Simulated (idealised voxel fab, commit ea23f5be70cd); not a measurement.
process module | voxel self aligned contacts
cross-section cut | 205 nm wide | cells 5 nm
A cross-section is a grid of square cells, given in bands from the top down. A band is one or more rows of cells.
Each band's line starts with the height of the band's top and of its bottom, in nm. Then come its materials from left to right, each with its width in nm. One material with "throughout" fills the band from edge to edge. "air" is empty space.
Height 0 is the level under which the wafer as received is all one material. The lowest band goes on downwards, as in "0 down".
A width such as "30 to 40" changes by the same amount from each row of cells to the next, from the band's top row to its bottom row.
"no change" after a step means that no cell of the cross-section changed.
closed voids: empty space of 8 cells or more with no open way to the top, each as width x height at its distance from the left edge, in nm
after a step's settings: what the simulator itself notes on the step
overlay nm, on a step with a mask: how far to the right of its planned place the mask lay; to the left if negative
Each pair below shows a cross-section before one step and the cross-section after it, down to the lowest band that changed. The line under each pair gives the step between them, with its settings. The pairs can come from different runs of this module on the same starting wafer, so a pair continues from the pair above only where its "before" says so.
before
  0 down: Si throughout
  closed voids: none
after
  0 to -5: SiO2 throughout
  below -5: unchanged
  closed voids: none
the step between: op OXIDIZE | depth nm 5
before: the cross-section after the pair above
after
  20 to 0: polySi throughout
  below 0: unchanged
  closed voids: none
the step between: op DIRECTIONAL_DEP | material polySi | thk nm 20
before: the cross-section after the pair above
after
  45 to 20: SiN throughout
  below 20: unchanged
  closed voids: none
the step between: op DIRECTIONAL_DEP | material SiN | thk nm 25
before: the cross-section after the pair above
after
  45 to 20: air 55 | SiN 30 | air 35 | SiN 30 | air 55
  below 20: unchanged
  closed voids: none
the step between: op MASKED_ETCH | tone cover | mask id GATE | width nm 30 | pitch nm 65 | etch materials SiN | depth nm 25 | overlay nm 0
before: the cross-section after the pair above
after
  45 to 20: air 55 | SiN 30 | air 35 | SiN 30 | air 55
  20 to 0: air 55 | polySi 30 | air 35 | polySi 30 | air 55
  below 0: unchanged
  closed voids: none
the step between: op MASKED_ETCH | tone cover | mask id GATE | width nm 30 | pitch nm 65 | etch materials polySi | depth nm 20 | overlay nm 0
before: the cross-section after the pair above
after
  55 to 20: air 45 | SiN 50 | air 15 | SiN 50 | air 45
  20 to 10: air 45 | SiN 10 | polySi 30 | SiN 10 | air 15 | SiN 10 | polySi 30 | SiN 10 | air 45
  10 to 0: SiN 55 | polySi 30 | SiN 35 | polySi 30 | SiN 55
  below 0: unchanged
  closed voids: none
the step between: op CONFORMAL_DEP | material SiN | thk nm 10
before: the cross-section after the pair above
after
  45 to 20: air 45 | SiN 50 | air 15 | SiN 50 | air 45
  20 to 0: air 45 | SiN 10 | polySi 30 | SiN 10 | air 15 | SiN 10 | polySi 30 | SiN 10 | air 45
  below 0: unchanged
  closed voids: none
the step between: op DIRECTIONAL_ETCH | etch materials SiN | depth nm 10
before: the cross-section after the pair above
after
  65 to 45: SiO2 throughout
  45 to 20: SiO2 45 | SiN 50 | SiO2 15 | SiN 50 | SiO2 45
  20 to 0: SiO2 45 | SiN 10 | polySi 30 | SiN 10 | SiO2 15 | SiN 10 | polySi 30 | SiN 10 | SiO2 45
  below 0: unchanged
  closed voids: none
the step between: op FILL_DEP | material SiO2 | thk nm 20
before: the cross-section after the pair above
after
  55 to 45: SiO2 throughout
  below 45: unchanged
  closed voids: none
the step between: op CMP | height nm 55
before: the cross-section after the pair above
after
  70 to 55: aC throughout
  below 55: unchanged
  closed voids: none
the step between: op DIRECTIONAL_DEP | material aC | thk nm 15
before: the cross-section after the pair above
after
  100 to 70: resist 80 | air 45 | resist 80
  below 70: unchanged
  closed voids: none
the step between: op PATTERN | tone open | mask id CONTACT | material resist | width nm 45 | thk nm 30 | overlay nm 0
before: the cross-section after the pair above
after
  85 to 70: resist 80 | air 45 | resist 80
  70 to 55: aC 80 | air 45 | aC 80
  below 55: unchanged
  closed voids: none
the step between: op DIRECTIONAL_ETCH | etch materials aC | depth nm 15
before: the cross-section after the pair above
after
  70 to 55: aC 80 | air 45 | aC 80
  below 55: unchanged
  closed voids: none
the step between: op STRIP | etch materials resist
before: the cross-section after the pair above
after
  70 to 55: aC 80 | air 45 | aC 80
  55 to 45: SiO2 80 | air 45 | SiO2 80
  45 to 20: SiO2 45 | SiN 50 | air 15 | SiN 50 | SiO2 45
  20 to 0: SiO2 45 | SiN 10 | polySi 30 | SiN 10 | air 15 | SiN 10 | polySi 30 | SiN 10 | SiO2 45
  0 to -5: SiO2 95 | air 15 | SiO2 95
  below -5: unchanged
  closed voids: none
the step between: op DIRECTIONAL_ETCH | etch materials SiO2 | depth nm 60
before: the cross-section after the pair above
after
  55 to 45: SiO2 80 | air 45 | SiO2 80
  below 45: unchanged
  closed voids: none
the step between: op STRIP | etch materials aC
before: the cross-section after the pair above
after
  60 to 55: TiN 85 | air 35 | TiN 85
  55 to 45: SiO2 80 | TiN 5 to 20 | air 35 to 5 | TiN 5 to 20 | SiO2 80
  45 to 20: SiO2 45 | SiN 50 | TiN 5 | air 5 | TiN 5 | SiN 50 | SiO2 45
  20 to 0: SiO2 45 | SiN 10 | polySi 30 | SiN 10 | TiN 5 | air 5 | TiN 5 | SiN 10 | polySi 30 | SiN 10 | SiO2 45
  0 to -5: SiO2 95 | TiN 15 | SiO2 95
  below -5: unchanged
  closed voids: none
the step between: op CONFORMAL_DEP | material TiN | thk nm 5
before: the cross-section after the pair above
after
  65 to 60: Ru throughout
  60 to 55: TiN 85 | Ru 35 | TiN 85
  55 to 45: SiO2 80 | TiN 5 to 20 | Ru 35 to 5 | TiN 5 to 20 | SiO2 80
  45 to 20: SiO2 45 | SiN 50 | TiN 5 | Ru 5 | TiN 5 | SiN 50 | SiO2 45
  20 to 0: SiO2 45 | SiN 10 | polySi 30 | SiN 10 | TiN 5 | Ru 5 | TiN 5 | SiN 10 | polySi 30 | SiN 10 | SiO2 45
  below 0: unchanged
  closed voids: none
the step between: op FILL_DEP | material Ru | thk nm 5
before: the cross-section after the pair above
after
  55 to 45: SiO2 80 | TiN 5 to 20 | Ru 35 to 5 | TiN 5 to 20 | SiO2 80
  below 45: unchanged
  closed voids: none
the step between: op CMP | height nm 55
before: the cross-section after the pair above
after
  60 to 55: SiCN throughout
  below 55: unchanged
  closed voids: none
the step between: op CONFORMAL_DEP | material SiCN | thk nm 5
before
  0 down: Si throughout
  closed voids: none
after
  20 to 0: polySi throughout
  below 0: unchanged
  closed voids: none
the step between: op DIRECTIONAL_DEP | material polySi | thk nm 20
before: the cross-section after the pair above
after
  45 to 20: SiN throughout
  below 20: unchanged
  closed voids: none
the step between: op DIRECTIONAL_DEP | material SiN | thk nm 25
before: the cross-section after the pair above
after
  45 to 20: air 55 | SiN 30 | air 35 | SiN 30 | air 55
  below 20: unchanged
  closed voids: none
the step between: op MASKED_ETCH | tone cover | mask id GATE | width nm 30 | pitch nm 65 | etch materials SiN | depth nm 25 | overlay nm 0
before: the cross-section after the pair above
after
  45 to 20: air 55 | SiN 30 | air 35 | SiN 30 | air 55
  20 to 0: air 55 | polySi 30 | air 35 | polySi 30 | air 55
  below 0: unchanged
  closed voids: none
the step between: op MASKED_ETCH | tone cover | mask id GATE | width nm 30 | pitch nm 65 | etch materials polySi | depth nm 20 | overlay nm 0
before: the cross-section after the pair above
after
  55 to 20: air 45 | SiN 50 | air 15 | SiN 50 | air 45
  20 to 10: air 45 | SiN 10 | polySi 30 | SiN 10 | air 15 | SiN 10 | polySi 30 | SiN 10 | air 45
  10 to 0: SiN 55 | polySi 30 | SiN 35 | polySi 30 | SiN 55
  below 0: unchanged
  closed voids: none
the step between: op CONFORMAL_DEP | material SiN | thk nm 10
before: the cross-section after the pair above
after
  45 to 20: air 45 | SiN 50 | air 15 | SiN 50 | air 45
  20 to 0: air 45 | SiN 10 | polySi 30 | SiN 10 | air 15 | SiN 10 | polySi 30 | SiN 10 | air 45
  below 0: unchanged
  closed voids: none
the step between: op DIRECTIONAL_ETCH | etch materials SiN | depth nm 10
before: the cross-section after the pair above
after
  65 to 45: SiO2 throughout
  45 to 20: SiO2 45 | SiN 50 | SiO2 15 | SiN 50 | SiO2 45
  20 to 0: SiO2 45 | SiN 10 | polySi 30 | SiN 10 | SiO2 15 | SiN 10 | polySi 30 | SiN 10 | SiO2 45
  below 0: unchanged
  closed voids: none
the step between: op FILL_DEP | material SiO2 | thk nm 20
before: the cross-section after the pair above
after
  55 to 45: SiO2 throughout
  below 45: unchanged
  closed voids: none
the step between: op CMP | height nm 55
before: the cross-section after the pair above
after
  70 to 55: aC throughout
  below 55: unchanged
  closed voids: none
the step between: op DIRECTIONAL_DEP | material aC | thk nm 15
before: the cross-section after the pair above
after
  100 to 70: resist 80 | air 45 | resist 80
  below 70: unchanged
  closed voids: none
the step between: op PATTERN | tone open | mask id CONTACT | material resist | width nm 45 | thk nm 30 | overlay nm 0
before: the cross-section after the pair above
after
  85 to 70: resist 80 | air 45 | resist 80
  70 to 55: aC 80 | air 45 | aC 80
  below 55: unchanged
  closed voids: none
the step between: op DIRECTIONAL_ETCH | etch materials aC | depth nm 15
before: the cross-section after the pair above
after
  70 to 55: aC 80 | air 45 | aC 80
  below 55: unchanged
  closed voids: none
the step between: op STRIP | etch materials resist
before: the cross-section after the pair above
after
  70 to 55: aC 80 | air 45 | aC 80
  55 to 45: SiO2 80 | air 45 | SiO2 80
  45 to 20: SiO2 45 | SiN 50 | air 15 | SiN 50 | SiO2 45
  20 to 0: SiO2 45 | SiN 10 | polySi 30 | SiN 10 | air 15 | SiN 10 | polySi 30 | SiN 10 | SiO2 45
  below 0: unchanged
  closed voids: none
the step between: op DIRECTIONAL_ETCH | etch materials SiO2 | depth nm 60
before: the cross-section after the pair above
after
  55 to 45: SiO2 80 | air 45 | SiO2 80
  below 45: unchanged
  closed voids: none
the step between: op STRIP | etch materials aC
before: the cross-section after the pair above
after
  60 to 55: TiN 85 | air 35 | TiN 85
  55 to 45: SiO2 80 | TiN 5 to 20 | air 35 to 5 | TiN 5 to 20 | SiO2 80
  45 to 20: SiO2 45 | SiN 50 | TiN 5 | air 5 | TiN 5 | SiN 50 | SiO2 45
  20 to 5: SiO2 45 | SiN 10 | polySi 30 | SiN 10 | TiN 5 | air 5 | TiN 5 | SiN 10 | polySi 30 | SiN 10 | SiO2 45
  5 to 0: SiO2 45 | SiN 10 | polySi 30 | SiN 10 | TiN 15 | SiN 10 | polySi 30 | SiN 10 | SiO2 45
  below 0: unchanged
  closed voids: none
the step between: op CONFORMAL_DEP | material TiN | thk nm 5
before: the cross-section after the pair above
after
  65 to 60: Ru throughout
  60 to 55: TiN 85 | Ru 35 | TiN 85
  55 to 45: SiO2 80 | TiN 5 to 20 | Ru 35 to 5 | TiN 5 to 20 | SiO2 80
  45 to 20: SiO2 45 | SiN 50 | TiN 5 | Ru 5 | TiN 5 | SiN 50 | SiO2 45
  20 to 5: SiO2 45 | SiN 10 | polySi 30 | SiN 10 | TiN 5 | Ru 5 | TiN 5 | SiN 10 | polySi 30 | SiN 10 | SiO2 45
  below 5: unchanged
  closed voids: none
the step between: op FILL_DEP | material Ru | thk nm 5
before: the cross-section after the pair above
after
  55 to 45: SiO2 80 | TiN 5 to 20 | Ru 35 to 5 | TiN 5 to 20 | SiO2 80
  below 45: unchanged
  closed voids: none
the step between: op CMP | height nm 55
before: the cross-section after the pair above
after
  60 to 55: SiCN throughout
  below 55: unchanged
  closed voids: none
the step between: op CONFORMAL_DEP | material SiCN | thk nm 5
before
  45 to 20: SiN throughout
  20 to 0: polySi throughout
  0 to -5: SiO2 throughout
  -5 down: Si throughout
  closed voids: none
after
  70 to 20: SiN throughout
  below 20: unchanged
  closed voids: none
the step between: op DIRECTIONAL_DEP | material SiN | thk nm 25
before: the cross-section after the pair above
after
  70 to 45: air 55 | SiN 30 | air 35 | SiN 30 | air 55
  below 45: unchanged
  closed voids: none
the step between: op MASKED_ETCH | tone cover | mask id GATE | width nm 30 | pitch nm 65 | etch materials SiN | depth nm 25 | overlay nm 0
before: the cross-section after the pair above
after
  80 to 55: air 45 | SiN 50 | air 15 | SiN 50 | air 45
  55 to 20: SiN throughout
  below 20: unchanged
  closed voids: none
the step between: op CONFORMAL_DEP | material SiN | thk nm 10
before: the cross-section after the pair above
after
  70 to 45: air 45 | SiN 50 | air 15 | SiN 50 | air 45
  below 45: unchanged
  closed voids: none
the step between: op DIRECTIONAL_ETCH | etch materials SiN | depth nm 10
before: the cross-section after the pair above
after
  90 to 70: SiO2 throughout
  70 to 45: SiO2 45 | SiN 50 | SiO2 15 | SiN 50 | SiO2 45
  below 45: unchanged
  closed voids: none
the step between: op FILL_DEP | material SiO2 | thk nm 20
before: the cross-section after the pair above
after
  55 to 45: SiO2 45 | SiN 50 | SiO2 15 | SiN 50 | SiO2 45
  below 45: unchanged
  closed voids: none
the step between: op CMP | height nm 55
before: the cross-section after the pair above
after
  70 to 55: aC throughout
  below 55: unchanged
  closed voids: none
the step between: op DIRECTIONAL_DEP | material aC | thk nm 15
before: the cross-section after the pair above
after
  100 to 70: resist 80 | air 45 | resist 80
  below 70: unchanged
  closed voids: none
the step between: op PATTERN | tone open | mask id CONTACT | material resist | width nm 45 | thk nm 30 | overlay nm 0
before: the cross-section after the pair above
after
  85 to 70: resist 80 | air 45 | resist 80
  70 to 55: aC 80 | air 45 | aC 80
  below 55: unchanged
  closed voids: none
the step between: op DIRECTIONAL_ETCH | etch materials aC | depth nm 15
before: the cross-section after the pair above
after
  70 to 55: aC 80 | air 45 | aC 80
  below 55: unchanged
  closed voids: none
the step between: op STRIP | etch materials resist
before: the cross-section after the pair above
after
  70 to 55: aC 80 | air 45 | aC 80
  55 to 45: SiO2 45 | SiN 50 | air 15 | SiN 50 | SiO2 45
  below 45: unchanged
  closed voids: none
the step between: op DIRECTIONAL_ETCH | etch materials SiO2 | depth nm 60
before: the cross-section after the pair above
after
  55 to 45: SiO2 45 | SiN 50 | air 15 | SiN 50 | SiO2 45
  below 45: unchanged
  closed voids: none
the step between: op STRIP | etch materials aC
before: the cross-section after the pair above
after
  60 to 55: TiN 100 | air 5 | TiN 100
  55 to 50: SiO2 45 | SiN 50 | TiN 5 | air 5 | TiN 5 | SiN 50 | SiO2 45
  50 to 45: SiO2 45 | SiN 50 | TiN 15 | SiN 50 | SiO2 45
  below 45: unchanged
  closed voids: none
the step between: op CONFORMAL_DEP | material TiN | thk nm 5
before: the cross-section after the pair above
after
  65 to 60: Ru throughout
  60 to 55: TiN 100 | Ru 5 | TiN 100
  55 to 50: SiO2 45 | SiN 50 | TiN 5 | Ru 5 | TiN 5 | SiN 50 | SiO2 45
  below 50: unchanged
  closed voids: none
the step between: op FILL_DEP | material Ru | thk nm 5
before: the cross-section after the pair above
after
  55 to 50: SiO2 45 | SiN 50 | TiN 5 | Ru 5 | TiN 5 | SiN 50 | SiO2 45
  below 50: unchanged
  closed voids: none
the step between: op CMP | height nm 55
before: the cross-section after the pair above
after
  60 to 55: SiCN throughout
  below 55: unchanged
  closed voids: none
the step between: op CONFORMAL_DEP | material SiCN | thk nm 5
before
  20 to 0: polySi throughout
  0 down: Si throughout
  closed voids: none
after
  20 to 15: SiO2 throughout
  below 15: unchanged
  closed voids: none
the step between: op OXIDIZE | depth nm 5
before: the cross-section after the pair above
after
  45 to 20: SiN throughout
  below 20: unchanged
  closed voids: none
the step between: op DIRECTIONAL_DEP | material SiN | thk nm 25
before: the cross-section after the pair above
after
  45 to 20: air 55 | SiN 30 | air 35 | SiN 30 | air 55
  below 20: unchanged
  closed voids: none
the step between: op MASKED_ETCH | tone cover | mask id GATE | width nm 30 | pitch nm 65 | etch materials SiN | depth nm 25 | overlay nm 0
before: the cross-section after the pair above
after
  55 to 30: air 45 | SiN 50 | air 15 | SiN 50 | air 45
  30 to 20: SiN throughout
  below 20: unchanged
  closed voids: none
the step between: op CONFORMAL_DEP | material SiN | thk nm 10
before: the cross-section after the pair above
after
  45 to 20: air 45 | SiN 50 | air 15 | SiN 50 | air 45
  below 20: unchanged
  closed voids: none
the step between: op DIRECTIONAL_ETCH | etch materials SiN | depth nm 10
before: the cross-section after the pair above
after
  65 to 45: SiO2 throughout
  45 to 20: SiO2 45 | SiN 50 | SiO2 15 | SiN 50 | SiO2 45
  below 20: unchanged
  closed voids: none
the step between: op FILL_DEP | material SiO2 | thk nm 20
before: the cross-section after the pair above
after
  55 to 45: SiO2 throughout
  below 45: unchanged
  closed voids: none
the step between: op CMP | height nm 55
before: the cross-section after the pair above
after
  70 to 55: aC throughout
  below 55: unchanged
  closed voids: none
the step between: op DIRECTIONAL_DEP | material aC | thk nm 15
before: the cross-section after the pair above
after
  100 to 70: resist 80 | air 45 | resist 80
  below 70: unchanged
  closed voids: none
the step between: op PATTERN | tone open | mask id CONTACT | material resist | width nm 45 | thk nm 30 | overlay nm 0
before: the cross-section after the pair above
after
  85 to 70: resist 80 | air 45 | resist 80
  70 to 55: aC 80 | air 45 | aC 80
  below 55: unchanged
  closed voids: none
the step between: op DIRECTIONAL_ETCH | etch materials aC | depth nm 15
before: the cross-section after the pair above
after
  70 to 55: aC 80 | air 45 | aC 80
  below 55: unchanged
  closed voids: none
the step between: op STRIP | etch materials resist
before: the cross-section after the pair above
after
  70 to 55: aC 80 | air 45 | aC 80
  55 to 45: SiO2 80 | air 45 | SiO2 80
  45 to 20: SiO2 45 | SiN 50 | air 15 | SiN 50 | SiO2 45
  20 to 15: SiO2 95 | air 15 | SiO2 95
  below 15: unchanged
  closed voids: none
the step between: op DIRECTIONAL_ETCH | etch materials SiO2 | depth nm 60
before: the cross-section after the pair above
after
  55 to 45: SiO2 80 | air 45 | SiO2 80
  below 45: unchanged
  closed voids: none
the step between: op STRIP | etch materials aC
before: the cross-section after the pair above
after
  60 to 55: TiN 85 | air 35 | TiN 85
  55 to 45: SiO2 80 | TiN 5 to 20 | air 35 to 5 | TiN 5 to 20 | SiO2 80
  45 to 20: SiO2 45 | SiN 50 | TiN 5 | air 5 | TiN 5 | SiN 50 | SiO2 45
  20 to 15: SiO2 95 | TiN 15 | SiO2 95
  below 15: unchanged
  closed voids: none
the step between: op CONFORMAL_DEP | material TiN | thk nm 5
before: the cross-section after the pair above
after
  65 to 60: Ru throughout
  60 to 55: TiN 85 | Ru 35 | TiN 85
  55 to 45: SiO2 80 | TiN 5 to 20 | Ru 35 to 5 | TiN 5 to 20 | SiO2 80
  45 to 20: SiO2 45 | SiN 50 | TiN 5 | Ru 5 | TiN 5 | SiN 50 | SiO2 45
  below 20: unchanged
  closed voids: none
the step between: op FILL_DEP | material Ru | thk nm 5
before: the cross-section after the pair above
after
  55 to 45: SiO2 80 | TiN 5 to 20 | Ru 35 to 5 | TiN 5 to 20 | SiO2 80
  below 45: unchanged
  closed voids: none
the step between: op CMP | height nm 55
before: the cross-section after the pair above
after
  60 to 55: SiCN throughout
  below 55: unchanged
  closed voids: none
the step between: op CONFORMAL_DEP | material SiCN | thk nm 5
before
  45 to 20: air 55 | SiN 30 | air 35 | SiN 30 | air 55
  20 to 0: polySi throughout
  0 to -5: SiO2 throughout
  -5 down: Si throughout
  closed voids: none
after
  45 to 20: air 55 | SiN 30 | air 35 | SiN 30 | air 55
  20 to 5: air 55 | polySi 30 | air 35 | polySi 30 | air 55
  below 5: unchanged
  closed voids: none
the step between: op MASKED_ETCH | tone cover | mask id GATE | width nm 30 | pitch nm 65 | etch materials polySi | depth nm 15 | overlay nm 0
before: the cross-section after the pair above
after
  55 to 20: air 45 | SiN 50 | air 15 | SiN 50 | air 45
  20 to 15: air 45 | SiN 10 | polySi 30 | SiN 10 | air 15 | SiN 10 | polySi 30 | SiN 10 | air 45
  15 to 5: SiN 55 | polySi 30 | SiN 35 | polySi 30 | SiN 55
  below 5: unchanged
  closed voids: none
the step between: op CONFORMAL_DEP | material SiN | thk nm 10
before: the cross-section after the pair above
after
  45 to 20: air 45 | SiN 50 | air 15 | SiN 50 | air 45
  20 to 5: air 45 | SiN 10 | polySi 30 | SiN 10 | air 15 | SiN 10 | polySi 30 | SiN 10 | air 45
  below 5: unchanged
  closed voids: none
the step between: op DIRECTIONAL_ETCH | etch materials SiN | depth nm 10
before: the cross-section after the pair above
after
  65 to 45: SiO2 throughout
  45 to 20: SiO2 45 | SiN 50 | SiO2 15 | SiN 50 | SiO2 45
  20 to 5: SiO2 45 | SiN 10 | polySi 30 | SiN 10 | SiO2 15 | SiN 10 | polySi 30 | SiN 10 | SiO2 45
  below 5: unchanged
  closed voids: none
the step between: op FILL_DEP | material SiO2 | thk nm 20
before: the cross-section after the pair above
after
  55 to 45: SiO2 throughout
  below 45: unchanged
  closed voids: none
the step between: op CMP | height nm 55
before: the cross-section after the pair above
after
  70 to 55: aC throughout
  below 55: unchanged
  closed voids: none
the step between: op DIRECTIONAL_DEP | material aC | thk nm 15
before: the cross-section after the pair above
after
  100 to 70: resist 80 | air 45 | resist 80
  below 70: unchanged
  closed voids: none
the step between: op PATTERN | tone open | mask id CONTACT | material resist | width nm 45 | thk nm 30 | overlay nm 0
before: the cross-section after the pair above
after
  85 to 70: resist 80 | air 45 | resist 80
  70 to 55: aC 80 | air 45 | aC 80
  below 55: unchanged
  closed voids: none
the step between: op DIRECTIONAL_ETCH | etch materials aC | depth nm 15
before: the cross-section after the pair above
after
  70 to 55: aC 80 | air 45 | aC 80
  below 55: unchanged
  closed voids: none
the step between: op STRIP | etch materials resist
before: the cross-section after the pair above
after
  70 to 55: aC 80 | air 45 | aC 80
  55 to 45: SiO2 80 | air 45 | SiO2 80
  45 to 20: SiO2 45 | SiN 50 | air 15 | SiN 50 | SiO2 45
  20 to 5: SiO2 45 | SiN 10 | polySi 30 | SiN 10 | air 15 | SiN 10 | polySi 30 | SiN 10 | SiO2 45
  below 5: unchanged
  closed voids: none
the step between: op DIRECTIONAL_ETCH | etch materials SiO2 | depth nm 60
before: the cross-section after the pair above
after
  55 to 45: SiO2 80 | air 45 | SiO2 80
  below 45: unchanged
  closed voids: none
the step between: op STRIP | etch materials aC
before: the cross-section after the pair above
after
  60 to 55: TiN 85 | air 35 | TiN 85
  55 to 45: SiO2 80 | TiN 5 to 20 | air 35 to 5 | TiN 5 to 20 | SiO2 80
  45 to 20: SiO2 45 | SiN 50 | TiN 5 | air 5 | TiN 5 | SiN 50 | SiO2 45
  20 to 10: SiO2 45 | SiN 10 | polySi 30 | SiN 10 | TiN 5 | air 5 | TiN 5 | SiN 10 | polySi 30 | SiN 10 | SiO2 45
  10 to 5: SiO2 45 | SiN 10 | polySi 30 | SiN 10 | TiN 15 | SiN 10 | polySi 30 | SiN 10 | SiO2 45
  below 5: unchanged
  closed voids: none
the step between: op CONFORMAL_DEP | material TiN | thk nm 5
before: the cross-section after the pair above
after
  65 to 60: Ru throughout
  60 to 55: TiN 85 | Ru 35 | TiN 85
  55 to 45: SiO2 80 | TiN 5 to 20 | Ru 35 to 5 | TiN 5 to 20 | SiO2 80
  45 to 20: SiO2 45 | SiN 50 | TiN 5 | Ru 5 | TiN 5 | SiN 50 | SiO2 45
  20 to 10: SiO2 45 | SiN 10 | polySi 30 | SiN 10 | TiN 5 | Ru 5 | TiN 5 | SiN 10 | polySi 30 | SiN 10 | SiO2 45
  below 10: unchanged
  closed voids: none
the step between: op FILL_DEP | material Ru | thk nm 5
before: the cross-section after the pair above
after
  55 to 45: SiO2 80 | TiN 5 to 20 | Ru 35 to 5 | TiN 5 to 20 | SiO2 80
  below 45: unchanged
  closed voids: none
the step between: op CMP | height nm 55
before: the cross-section after the pair above
after
  60 to 55: SiCN throughout
  below 55: unchanged
  closed voids: none
the step between: op CONFORMAL_DEP | material SiCN | thk nm 5
before
  45 to 20: SiN throughout
  20 to 0: polySi throughout
  0 to -5: SiO2 throughout
  -5 down: Si throughout
  closed voids: none
after
  45 to 20: air 60 | SiN 25 | air 40 | SiN 25 | air 55
  below 20: unchanged
  closed voids: none
the step between: op MASKED_ETCH | tone cover | mask id GATE | width nm 25 | pitch nm 65 | etch materials SiN | depth nm 25 | overlay nm 0
before: the cross-section after the pair above
after
  45 to 20: air 60 | SiN 25 | air 40 | SiN 25 | air 55
  20 to 0: air 55 | polySi 30 | air 35 | polySi 30 | air 55
  below 0: unchanged
  closed voids: none
the step between: op MASKED_ETCH | tone cover | mask id GATE | width nm 30 | pitch nm 65 | etch materials polySi | depth nm 20 | overlay nm 0
before: the cross-section after the pair above
after
  55 to 30: air 50 | SiN 45 | air 20 | SiN 45 | air 45
  30 to 20: air 45 | SiN 50 | air 15 | SiN 50 | air 45
  20 to 10: air 45 | SiN 10 | polySi 30 | SiN 10 | air 15 | SiN 10 | polySi 30 | SiN 10 | air 45
  10 to 0: SiN 55 | polySi 30 | SiN 35 | polySi 30 | SiN 55
  below 0: unchanged
  closed voids: none
the step between: op CONFORMAL_DEP | material SiN | thk nm 10
before: the cross-section after the pair above
after
  45 to 20: air 50 | SiN 45 | air 20 | SiN 45 | air 45
  20 to 0: air 45 | SiN 10 | polySi 30 | SiN 10 | air 15 | SiN 10 | polySi 30 | SiN 10 | air 45
  below 0: unchanged
  closed voids: none
the step between: op DIRECTIONAL_ETCH | etch materials SiN | depth nm 10
before: the cross-section after the pair above
after
  65 to 45: SiO2 throughout
  45 to 20: SiO2 50 | SiN 45 | SiO2 20 | SiN 45 | SiO2 45
  20 to 0: SiO2 45 | SiN 10 | polySi 30 | SiN 10 | SiO2 15 | SiN 10 | polySi 30 | SiN 10 | SiO2 45
  below 0: unchanged
  closed voids: none
the step between: op FILL_DEP | material SiO2 | thk nm 20
before: the cross-section after the pair above
after
  55 to 45: SiO2 throughout
  below 45: unchanged
  closed voids: none
the step between: op CMP | height nm 55
before: the cross-section after the pair above
after
  70 to 55: aC throughout
  below 55: unchanged
  closed voids: none
the step between: op DIRECTIONAL_DEP | material aC | thk nm 15
before: the cross-section after the pair above
after
  100 to 70: resist 80 | air 45 | resist 80
  below 70: unchanged
  closed voids: none
the step between: op PATTERN | tone open | mask id CONTACT | material resist | width nm 45 | thk nm 30 | overlay nm 0
before: the cross-section after the pair above
after
  85 to 70: resist 80 | air 45 | resist 80
  70 to 55: aC 80 | air 45 | aC 80
  below 55: unchanged
  closed voids: none
the step between: op DIRECTIONAL_ETCH | etch materials aC | depth nm 15
before: the cross-section after the pair above
after
  70 to 55: aC 80 | air 45 | aC 80
  below 55: unchanged
  closed voids: none
the step between: op STRIP | etch materials resist
before: the cross-section after the pair above
after
  70 to 55: aC 80 | air 45 | aC 80
  55 to 45: SiO2 80 | air 45 | SiO2 80
  45 to 20: SiO2 50 | SiN 45 | air 20 | SiN 45 | SiO2 45
  20 to 0: SiO2 45 | SiN 10 | polySi 30 | SiN 10 | air 15 | SiN 10 | polySi 30 | SiN 10 | SiO2 45
  0 to -5: SiO2 95 | air 15 | SiO2 95
  below -5: unchanged
  closed voids: none
the step between: op DIRECTIONAL_ETCH | etch materials SiO2 | depth nm 60
before: the cross-section after the pair above
after
  55 to 45: SiO2 80 | air 45 | SiO2 80
  below 45: unchanged
  closed voids: none
the step between: op STRIP | etch materials aC
before: the cross-section after the pair above
after
  60 to 55: TiN 85 | air 35 | TiN 85
  55 to 45: SiO2 80 | TiN 5 to 20 | air 35 to 10 | TiN 5 to 15 | SiO2 80
  45 to 25: SiO2 50 | SiN 45 | TiN 5 | air 10 | TiN 5 | SiN 45 | SiO2 45
  25 to 20: SiO2 50 | SiN 45 | TiN 5 | air 5 | TiN 10 | SiN 45 | SiO2 45
  20 to 0: SiO2 45 | SiN 10 | polySi 30 | SiN 10 | TiN 5 | air 5 | TiN 5 | SiN 10 | polySi 30 | SiN 10 | SiO2 45
  0 to -5: SiO2 95 | TiN 15 | SiO2 95
  below -5: unchanged
  closed voids: none
the step between: op CONFORMAL_DEP | material TiN | thk nm 5
before: the cross-section after the pair above
after
  65 to 60: Ru throughout
  60 to 55: TiN 85 | Ru 35 | TiN 85
  55 to 45: SiO2 80 | TiN 5 to 20 | Ru 35 to 10 | TiN 5 to 15 | SiO2 80
  45 to 25: SiO2 50 | SiN 45 | TiN 5 | Ru 10 | TiN 5 | SiN 45 | SiO2 45
  25 to 20: SiO2 50 | SiN 45 | TiN 5 | Ru 5 | TiN 10 | SiN 45 | SiO2 45
  20 to 0: SiO2 45 | SiN 10 | polySi 30 | SiN 10 | TiN 5 | Ru 5 | TiN 5 | SiN 10 | polySi 30 | SiN 10 | SiO2 45
  below 0: unchanged
  closed voids: none
the step between: op FILL_DEP | material Ru | thk nm 5
before: the cross-section after the pair above
after
  55 to 45: SiO2 80 | TiN 5 to 20 | Ru 35 to 10 | TiN 5 to 15 | SiO2 80
  below 45: unchanged
  closed voids: none
the step between: op CMP | height nm 55
before: the cross-section after the pair above
after
  60 to 55: SiCN throughout
  below 55: unchanged
  closed voids: none
the step between: op CONFORMAL_DEP | material SiCN | thk nm 5
before
  45 to 20: air 55 | SiN 30 | air 35 | SiN 30 | air 55
  20 to 0: polySi throughout
  0 to -5: SiO2 throughout
  -5 down: Si throughout
  closed voids: none
after
  45 to 20: air 55 | SiN 30 | air 35 | SiN 30 | air 55
  20 to 0: air 50 | polySi 35 | air 30 | polySi 35 | air 55
  below 0: unchanged
  closed voids: none
the step between: op MASKED_ETCH | tone cover | mask id GATE | width nm 30 | pitch nm 65 | etch materials polySi | depth nm 20 | overlay nm -5
before: the cross-section after the pair above
after
  55 to 30: air 45 | SiN 50 | air 15 | SiN 50 | air 45
  30 to 20: air 40 | SiN 55 | air 10 | SiN 55 | air 45
  20 to 10: air 40 | SiN 10 | polySi 35 | SiN 10 | air 10 | SiN 10 | polySi 35 | SiN 10 | air 45
  10 to 0: SiN 50 | polySi 35 | SiN 30 | polySi 35 | SiN 55
  below 0: unchanged
  closed voids: none
the step between: op CONFORMAL_DEP | material SiN | thk nm 10
before: the cross-section after the pair above
after
  45 to 20: air 45 | SiN 50 | air 15 | SiN 50 | air 45
  20 to 0: air 40 | SiN 10 | polySi 35 | SiN 10 | air 10 | SiN 10 | polySi 35 | SiN 10 | air 45
  below 0: unchanged
  closed voids: none
the step between: op DIRECTIONAL_ETCH | etch materials SiN | depth nm 10
before: the cross-section after the pair above
after
  65 to 45: SiO2 throughout
  45 to 20: SiO2 45 | SiN 50 | SiO2 15 | SiN 50 | SiO2 45
  20 to 0: SiO2 40 | SiN 10 | polySi 35 | SiN 10 | SiO2 10 | SiN 10 | polySi 35 | SiN 10 | SiO2 45
  below 0: unchanged
  closed voids: none
the step between: op FILL_DEP | material SiO2 | thk nm 20
